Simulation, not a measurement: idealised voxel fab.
The name of this process module is voxel wiring stack.
Section cut is 235 nm wide and gridded with 5 nm square cells.
In what follows, cross-sections appear as grids of square cells, described through bands that run from the top down, where every band is one or more rows of cells. This entry defines a band. It first specifies the height of the band's top and the height of its bottom in nm, and then specifies the band's materials from left to right, stating each material with its width in nm. The word "full width" identifies a single material that fills the band from edge to edge, while the word "blank" identifies empty space. It should be noted that heights are counted from 0, beneath which the wafer as supplied is of one material throughout, and that the lowest band possesses no lower boundary but continues downward, as written in "0 down". You'd read "30->40" like this: the band's top row of cells is as wide as the first number, its bottom row is as wide as the second, and going down, every row changes width by the same amount as the row before did. No cell of the cross-section changed in a step that is given as "nothing different". closed voids: empty space of 8 cells or more with no open way to the top, each as width x height at its distance from the left edge, in nm. Heads up: the bit after the settings on a step's line is the simulator's remark on that step. "overlay nm" denotes, for a step that has a mask, the displacement of the mask to the right of its planned place, with negative values corresponding to the left.
# The following list gives the planned process steps
| 1 | RECEIVE with material Si |
| 2 | CONFORMAL_DEP with material SiO2, thk nm 10 |
| 3 | DIRECTIONAL_DEP with material TiN, thk nm 5 |
| 4 | DIRECTIONAL_DEP with material Ru, thk nm 15 |
| 5 | DIRECTIONAL_DEP with material aC, thk nm 15 |
| 6 | PATTERN with tone cover, mask id METAL_1, material resist, width nm 20, pitch nm 50, thk nm 30, overlay nm 0 |
| 7 | DIRECTIONAL_ETCH with etch materials aC, depth nm 15 |
| 8 | STRIP with etch materials resist |
| 9 | DIRECTIONAL_ETCH with etch materials Ru, depth nm 15 |
| 10 | DIRECTIONAL_ETCH with etch materials TiN, depth nm 5 |
| 11 | STRIP with etch materials aC |
| 12 | CONFORMAL_DEP with material SiCN, thk nm 5 |
| 13 | FILL_DEP with material SiO2, thk nm 5 |
| 14 | CMP with height nm 30 |
| 15 | CONFORMAL_DEP with material SiCN, thk nm 5 |
| 16 | DIRECTIONAL_DEP with material SiO2, thk nm 15 |
| 17 | DIRECTIONAL_DEP with material aC, thk nm 10 |
| 18 | PATTERN with tone open, mask id PLUG_1, material resist, width nm 15, pitch nm 50, thk nm 25, overlay nm 0 |
| 19 | DIRECTIONAL_ETCH with etch materials aC, depth nm 10 |
| 20 | STRIP with etch materials resist |
| 21 | DIRECTIONAL_ETCH with etch materials SiO2, depth nm 15 |
| 22 | DIRECTIONAL_ETCH with etch materials SiCN, depth nm 5 |
| 23 | STRIP with etch materials aC |
| 24 | CONFORMAL_DEP with material TiN, thk nm 5 |
| 25 | FILL_DEP with material Ru, thk nm 5 |
| 26 | CMP with height nm 50 |
| 27 | CONFORMAL_DEP with material SiN, thk nm 5 |
| 28 | DIRECTIONAL_DEP with material lowk, thk nm 25 |
| 29 | MASKED_ETCH with tone open, mask id METAL_2, width nm 20, pitch nm 50, etch materials lowk, depth nm 25, overlay nm 0 |
| 30 | MASKED_ETCH with tone open, mask id METAL_2, width nm 20, pitch nm 50, etch materials SiN, depth nm 5, overlay nm 0 |
| 31 | CONFORMAL_DEP with material TiN, thk nm 5 |
| 32 | FILL_DEP with material W, thk nm 5 |
| 33 | CMP with height nm 80 |
| 34 | CONFORMAL_DEP with material SiCN, thk nm 5 |
| 35 | DIRECTIONAL_DEP with material SiO2, thk nm 30 |
| 36 | DIRECTIONAL_DEP with material aC, thk nm 10 |
| 37 | PATTERN with tone open, mask id METAL_3_HOLES, material resist, width nm 15, thk nm 30, overlay nm 0 |
| 38 | DIRECTIONAL_ETCH with etch materials aC, depth nm 10 |
| 39 | STRIP with etch materials resist |
| 40 | DIRECTIONAL_ETCH with etch materials SiO2, depth nm 30 |
| 41 | STRIP with etch materials aC |
| 42 | MASKED_ETCH with tone open, mask id METAL_3, width nm 20, pitch nm 50, etch materials SiO2, depth nm 15, overlay nm 0 |
| 43 | MASKED_ETCH with tone open, mask id METAL_3, width nm 20, pitch nm 50, etch materials SiCN, depth nm 5, overlay nm 0 |
| 44 | CONFORMAL_DEP with material TiN, thk nm 5 |
| 45 | FILL_DEP with material Ru, thk nm 5 |
| 46 | CMP with height nm 115 |
| 47 | CONFORMAL_DEP with material SiN, thk nm 5 |
# Account of the first of two wafers, which was processed as intended
# Incoming wafer, cross-sectional view, post step 1
    0 down: Si full width
    closed voids: none
# Take a look at the wafer's cross-section after step 2
    10 to 0: SiO2 full width
    No changes below 0.
# Take a look at the wafer's cross-section after step 3
    15 to 10: TiN full width
    No changes below 10.
# Take a look at the wafer's cross-section after step 4
    30 to 15: Ru full width
    No changes below 15.
# Take a look at the wafer's cross-section after step 5
    45 to 30: aC full width
    No changes below 30.
# Take a look at the wafer's cross-section after step 6
    75 to 45: blank=80; resist=20; blank=30; resist=20; blank=85
    No changes below 45.
# Take a look at the wafer's cross-section after step 7
    60 to 45: blank=80; resist=20; blank=30; resist=20; blank=85
    45 to 30: blank=80; aC=20; blank=30; aC=20; blank=85
    No changes below 30.
# Take a look at the wafer's cross-section after step 8
    45 to 30: blank=80; aC=20; blank=30; aC=20; blank=85
    No changes below 30.
# Take a look at the wafer's cross-section after step 9
    45 to 30: blank=80; aC=20; blank=30; aC=20; blank=85
    30 to 15: blank=80; Ru=20; blank=30; Ru=20; blank=85
    No changes below 15.
# Take a look at the wafer's cross-section after step 10
    45 to 30: blank=80; aC=20; blank=30; aC=20; blank=85
    30 to 15: blank=80; Ru=20; blank=30; Ru=20; blank=85
    15 to 10: blank=80; TiN=20; blank=30; TiN=20; blank=85
    No changes below 10.
# Take a look at the wafer's cross-section after step 11
    30 to 15: blank=80; Ru=20; blank=30; Ru=20; blank=85
    No changes below 15.
# Take a look at the wafer's cross-section after step 12
    35 to 30: blank=75; SiCN=30; blank=20; SiCN=30; blank=80
    30 to 15: blank=75; SiCN=5; Ru=20; SiCN=5; blank=20; SiCN=5; Ru=20; SiCN=5; blank=80
    15 to 10: SiCN=80; TiN=20; SiCN=30; TiN=20; SiCN=85
    No changes below 10.
# Take a look at the wafer's cross-section after step 13
    40 to 35: SiO2 full width
    35 to 30: SiO2=75; SiCN=30; SiO2=20; SiCN=30; SiO2=80
    30 to 15: SiO2=75; SiCN=5; Ru=20; SiCN=5; SiO2=20; SiCN=5; Ru=20; SiCN=5; SiO2=80
    No changes below 15.
# Take a look at the wafer's cross-section after step 14
    30 to 15: SiO2=75; SiCN=5; Ru=20; SiCN=5; SiO2=20; SiCN=5; Ru=20; SiCN=5; SiO2=80
    No changes below 15.
# Take a look at the wafer's cross-section after step 15
    35 to 30: SiCN full width
    No changes below 30.
# Take a look at the wafer's cross-section after step 16
    50 to 35: SiO2 full width
    No changes below 35.
# Take a look at the wafer's cross-section after step 17
    60 to 50: aC full width
    No changes below 50.
# Take a look at the wafer's cross-section after step 18
    85 to 60: resist=80; blank=15; resist=35; blank=15; resist=90
    No changes below 60.
# Take a look at the wafer's cross-section after step 19
    75 to 60: resist=80; blank=15; resist=35; blank=15; resist=90
    60 to 50: aC=80; blank=15; aC=35; blank=15; aC=90
    No changes below 50.
# Take a look at the wafer's cross-section after step 20
    60 to 50: aC=80; blank=15; aC=35; blank=15; aC=90
    No changes below 50.
# Take a look at the wafer's cross-section after step 21
    60 to 50: aC=80; blank=15; aC=35; blank=15; aC=90
    50 to 35: SiO2=80; blank=15; SiO2=35; blank=15; SiO2=90
    No changes below 35.
# Take a look at the wafer's cross-section after step 22
    60 to 50: aC=80; blank=15; aC=35; blank=15; aC=90
    50 to 35: SiO2=80; blank=15; SiO2=35; blank=15; SiO2=90
    35 to 30: SiCN=80; blank=15; SiCN=35; blank=15; SiCN=90
    No changes below 30.
# Take a look at the wafer's cross-section after step 23
    50 to 35: SiO2=80; blank=15; SiO2=35; blank=15; SiO2=90
    No changes below 35.
# Take a look at the wafer's cross-section after step 24
    55 to 50: TiN=85; blank=5; TiN=45; blank=5; TiN=95
    50 to 35: SiO2=80; TiN=5; blank=5; TiN=5; SiO2=35; TiN=5; blank=5; TiN=5; SiO2=90
    35 to 30: SiCN=80; TiN=15; SiCN=35; TiN=15; SiCN=90
    No changes below 30.
# Take a look at the wafer's cross-section after step 25
    60 to 55: Ru full width
    55 to 50: TiN=85; Ru=5; TiN=45; Ru=5; TiN=95
    50 to 35: SiO2=80; TiN=5; Ru=5; TiN=5; SiO2=35; TiN=5; Ru=5; TiN=5; SiO2=90
    No changes below 35.
# Take a look at the wafer's cross-section after step 26
    50 to 35: SiO2=80; TiN=5; Ru=5; TiN=5; SiO2=35; TiN=5; Ru=5; TiN=5; SiO2=90
    No changes below 35.
# Take a look at the wafer's cross-section after step 27
    55 to 50: SiN full width
    No changes below 50.
# Take a look at the wafer's cross-section after step 28
    80 to 55: lowk full width
    No changes below 55.
# Take a look at the wafer's cross-section after step 29
    80 to 55: lowk=80; blank=20; lowk=30; blank=20; lowk=85
    No changes below 55.
# Take a look at the wafer's cross-section after step 30
    80 to 55: lowk=80; blank=20; lowk=30; blank=20; lowk=85
    55 to 50: SiN=80; blank=20; SiN=30; blank=20; SiN=85
    No changes below 50.
# Take a look at the wafer's cross-section after step 31
    85 to 80: TiN=85; blank=10; TiN=40; blank=10; TiN=90
    80 to 55: lowk=80; TiN=5; blank=10; TiN=5; lowk=30; TiN=5; blank=10; TiN=5; lowk=85
    55 to 50: SiN=80; TiN=20; SiN=30; TiN=20; SiN=85
    No changes below 50.
# Take a look at the wafer's cross-section after step 32
    90 to 85: W full width
    85 to 80: TiN=85; W=10; TiN=40; W=10; TiN=90
    80 to 55: lowk=80; TiN=5; W=10; TiN=5; lowk=30; TiN=5; W=10; TiN=5; lowk=85
    No changes below 55.
# Take a look at the wafer's cross-section after step 33
    80 to 55: lowk=80; TiN=5; W=10; TiN=5; lowk=30; TiN=5; W=10; TiN=5; lowk=85
    No changes below 55.
# Take a look at the wafer's cross-section after step 34
    85 to 80: SiCN full width
    No changes below 80.
# Take a look at the wafer's cross-section after step 35
    115 to 85: SiO2 full width
    No changes below 85.
# Take a look at the wafer's cross-section after step 36
    125 to 115: aC full width
    No changes below 115.
# Take a look at the wafer's cross-section after step 37
    155 to 125: resist=80; blank=15; resist=140
    No changes below 125.
# Take a look at the wafer's cross-section after step 38
    145 to 125: resist=80; blank=15; resist=140
    125 to 115: aC=80; blank=15; aC=140
    No changes below 115.
# Take a look at the wafer's cross-section after step 39
    125 to 115: aC=80; blank=15; aC=140
    No changes below 115.
# Take a look at the wafer's cross-section after step 40
    125 to 115: aC=80; blank=15; aC=140
    115 to 85: SiO2=80; blank=15; SiO2=140
    No changes below 85.
# Take a look at the wafer's cross-section after step 41
    115 to 85: SiO2=80; blank=15; SiO2=140
    No changes below 85.
# Take a look at the wafer's cross-section after step 42
    115 to 100: SiO2=80; blank=20; SiO2=30; blank=20; SiO2=85
    No changes below 100.
# Take a look at the wafer's cross-section after step 43
    115 to 100: SiO2=80; blank=20; SiO2=30; blank=20; SiO2=85
    100 to 85: SiO2=80; blank=15; SiO2=140
    85 to 80: SiCN=80; blank=15; SiCN=140
    No changes below 80.
# Take a look at the wafer's cross-section after step 44
    120 to 115: TiN=85; blank=10; TiN=40; blank=10; TiN=90
    115 to 105: SiO2=80; TiN=5; blank=10; TiN=5; SiO2=30; TiN=5; blank=10; TiN=5; SiO2=85
    105 to 100: SiO2=80; TiN=5; blank=5; TiN=10; SiO2=30; TiN=20; SiO2=85
    100 to 85: SiO2=80; TiN=5; blank=5; TiN=5; SiO2=140
    85 to 80: SiCN=80; TiN=15; SiCN=140
    No changes below 80.
# Take a look at the wafer's cross-section after step 45
    125 to 120: Ru full width
    120 to 115: TiN=85; Ru=10; TiN=40; Ru=10; TiN=90
    115 to 105: SiO2=80; TiN=5; Ru=10; TiN=5; SiO2=30; TiN=5; Ru=10; TiN=5; SiO2=85
    105 to 100: SiO2=80; TiN=5; Ru=5; TiN=10; SiO2=30; TiN=20; SiO2=85
    100 to 85: SiO2=80; TiN=5; Ru=5; TiN=5; SiO2=140
    No changes below 85.
# Take a look at the wafer's cross-section after step 46
    115 to 105: SiO2=80; TiN=5; Ru=10; TiN=5; SiO2=30; TiN=5; Ru=10; TiN=5; SiO2=85
    No changes below 105.
# Take a look at the wafer's cross-section after step 47
    120 to 115: SiN full width
    No changes below 115.
# Second wafer, same starting conditions and recipe as the first, one mistake in executing it, nothing differs from the first up to and including step 41
# Second wafer cross-section, taken as of the time the plan sets for step 42 to be done
    115 to 100: SiO2=80; blank=25; SiO2=30; blank=20; SiO2=80
    No changes below 100.
# Second wafer cross-section, taken as of the time the plan sets for step 43 to be done
    115 to 100: SiO2=80; blank=25; SiO2=30; blank=20; SiO2=80
    100 to 85: SiO2=80; blank=15; SiO2=140
    85 to 80: SiCN=80; blank=15; SiCN=140
    No changes below 80.
# Second wafer cross-section, taken as of the time the plan sets for step 44 to be done
    120 to 115: TiN=85; blank=15; TiN=40; blank=10; TiN=85
    115 to 105: SiO2=80; TiN=5; blank=15; TiN=5; SiO2=30; TiN=5; blank=10; TiN=5; SiO2=80
    105 to 100: SiO2=80; TiN=5; blank=5; TiN=15; SiO2=30; TiN=20; SiO2=80
    100 to 85: SiO2=80; TiN=5; blank=5; TiN=5; SiO2=140
    85 to 80: SiCN=80; TiN=15; SiCN=140
    No changes below 80.
# Second wafer cross-section, taken as of the time the plan sets for step 45 to be done
    125 to 120: Ru full width
    120 to 115: TiN=85; Ru=15; TiN=40; Ru=10; TiN=85
    115 to 105: SiO2=80; TiN=5; Ru=15; TiN=5; SiO2=30; TiN=5; Ru=10; TiN=5; SiO2=80
    105 to 100: SiO2=80; TiN=5; Ru=5; TiN=15; SiO2=30; TiN=20; SiO2=80
    100 to 85: SiO2=80; TiN=5; Ru=5; TiN=5; SiO2=140
    No changes below 85.
# Second wafer cross-section, taken as of the time the plan sets for step 46 to be done
    115 to 105: SiO2=80; TiN=5; Ru=15; TiN=5; SiO2=30; TiN=5; Ru=10; TiN=5; SiO2=80
    No changes below 105.
# Second wafer cross-section, taken as of the time the plan sets for step 47 to be done
    120 to 115: SiN full width
    No changes below 115.
Processing error: step 42 was processed under conditions differing from the plan, specifically as MASKED_ETCH with tone open, mask id METAL_3, width nm 20, pitch nm 50, etch materials SiO2, depth nm 15, overlay nm 5
Final wafer comparison in cells, second versus first, more or fewer per material: +2 Ru; -3 SiO2; +1 TiN
